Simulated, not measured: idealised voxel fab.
The process module that follows is named voxel gate over fins.
Section cut is 220 nm wide and gridded with 5 nm square cells.
If you're reading a cross-section in this doc, picture square cells in a grid; it comes to you as bands, top ones listed first down to the bottom, and a band can be one or more rows of cells.
Band entry format. Leading values: height of top, height of bottom, nm. Remainder: materials in left-to-right order, each with its width in nm. Special words: "edge to edge" on a single material, which then fills the band edge to edge; "air", empty space.
Where do heights start? At 0: under that level the wafer as delivered is made of one material only. And the lowest band has no floor; it just carries on downward, as in "0 nm and below".
A two-number width, for instance "30..40", indicates that the width is equal to the first number in the top row of the band and to the second number in the bottom row, and that it changes by a constant amount per row of cells.
"left unchanged" (step): cross-section cells unchanged, all of them.
The label "Enclosed cavity list" introduces a list of the empty spaces, 8 cells or larger, that have no open way up to the top; each entry in it reads width x height at distance, where the distance is taken from the left edge and all three are stated in nm.
Anything after a step's settings on that line? It's the simulator's own note about the step.
A step line may carry the setting "overlay nm", which, for steps involving a mask, states the distance by which the mask lay to the right of its intended position; negative values denote displacement to the left.

**List of planned process steps**
- 1: RECEIVE,material Si
- 2: CONFORMAL_DEP,material SiN,thk nm 10
- 3: MASKED_ETCH,tone cover,mask id FINS,width nm 15,pitch nm 35,etch materials SiN,depth nm 10,overlay nm 0
- 4: MASKED_ETCH,tone cover,mask id FINS,width nm 15,pitch nm 35,etch materials Si,depth nm 30,overlay nm 0
- 5: OXIDIZE,depth nm 5
- 6: FILL_DEP,material SiO2,thk nm 10
- 7: CMP,height nm 10
- 8: SELECTIVE_ETCH,etch materials SiO2,depth nm 25
- 9: STRIP,etch materials SiN
- 10: CONFORMAL_DEP,material HfO2,thk nm 5
- 11: CONFORMAL_DEP,material TiN,thk nm 5
- 12: CONFORMAL_DEP,material TiAl,thk nm 5
- 13: CONFORMAL_DEP,material TiN,thk nm 5
- 14: FILL_DEP,material W,thk nm 15
- 15: CMP,height nm 30
- 16: CONFORMAL_DEP,material SiN,thk nm 5

**Delivered wafer in cross-section: state after step 1**
    0 nm and below  Si edge to edge
    Enclosed cavity list: none

**first wafer at the end, as planned**
    35 nm to 30 nm  SiN edge to edge
    30 nm to 20 nm  W edge to edge
    20 nm to 15 nm  W 70; TiN 80; W 70
    15 nm to 10 nm  W 70; TiN 5; TiAl 70; TiN 5; W 70
    10 nm to 5 nm  W 70; TiN 5; TiAl 5; TiN 25; TiAl 10; TiN 25; TiAl 5; TiN 5; W 70
    5 nm to 0 nm  TiN 75; TiAl 5; TiN 5; HfO2 15; TiN 5; TiAl 10; TiN 5; HfO2 15; TiN 5; TiAl 5; TiN 75
    0 nm to -5 nm  TiAl 80; TiN 5; HfO2 5; Si 5; HfO2 5; TiN 5; TiAl 10; TiN 5; HfO2 5; Si 5; HfO2 5; TiN 5; TiAl 80
    -5 nm to -10 nm  TiN 85; HfO2 5; Si 5; HfO2 5; TiN 20; HfO2 5; Si 5; HfO2 5; TiN 85
    -10 nm to -15 nm  HfO2 90; Si 5; HfO2 30; Si 5; HfO2 90
    -15 nm to -35 nm  SiO2 90; Si 5; SiO2 30; Si 5; SiO2 90
    -35 nm and below  Si edge to edge
    Enclosed cavity list: none

**Module end: cross-section of wafer two of two. Same start and process plan as the first wafer. One mistake during execution**
    35 nm to 30 nm  SiN edge to edge
    30 nm to 20 nm  W edge to edge
    20 nm to 15 nm  W 75; TiN 80; W 65
    15 nm to 10 nm  W 70; TiN 10; TiAl 70; TiN 5; W 65
    10 nm to 5 nm  W 70; TiN 5; TiAl 10; TiN 25; TiAl 10; TiN 25; TiAl 5; TiN 5; W 65
    5 nm to 0 nm  TiN 75; TiAl 5; TiN 10; HfO2 15; TiN 5; TiAl 5; TiN 10; HfO2 15; TiN 5; TiAl 5; TiN 70
    0 nm to -5 nm  TiAl 80; TiN 5; HfO2 10; Si 5; HfO2 5; TiN 5; TiAl 5; TiN 5; HfO2 10; Si 5; HfO2 5; TiN 5; TiAl 75
    -5 nm to -10 nm  TiN 85; HfO2 5; Si 10; HfO2 5; TiN 15; HfO2 5; Si 10; HfO2 5; TiN 80
    -10 nm to -15 nm  HfO2 90; Si 10; HfO2 25; Si 10; HfO2 85
    -15 nm to -35 nm  SiO2 90; Si 10; SiO2 25; Si 10; SiO2 85
    -35 nm and below  Si edge to edge
    Enclosed cavity list: none
The plan and the run diverged here: step 3, actual vs plan mismatch, actual run MASKED_ETCH,tone cover,mask id FINS,width nm 15,pitch nm 35,etch materials SiN,depth nm 10,overlay nm 5
At the finish, the second wafer shows more or fewer cells for some materials than the first does: Si +12, SiO2 -8, TiAl -2, W -2
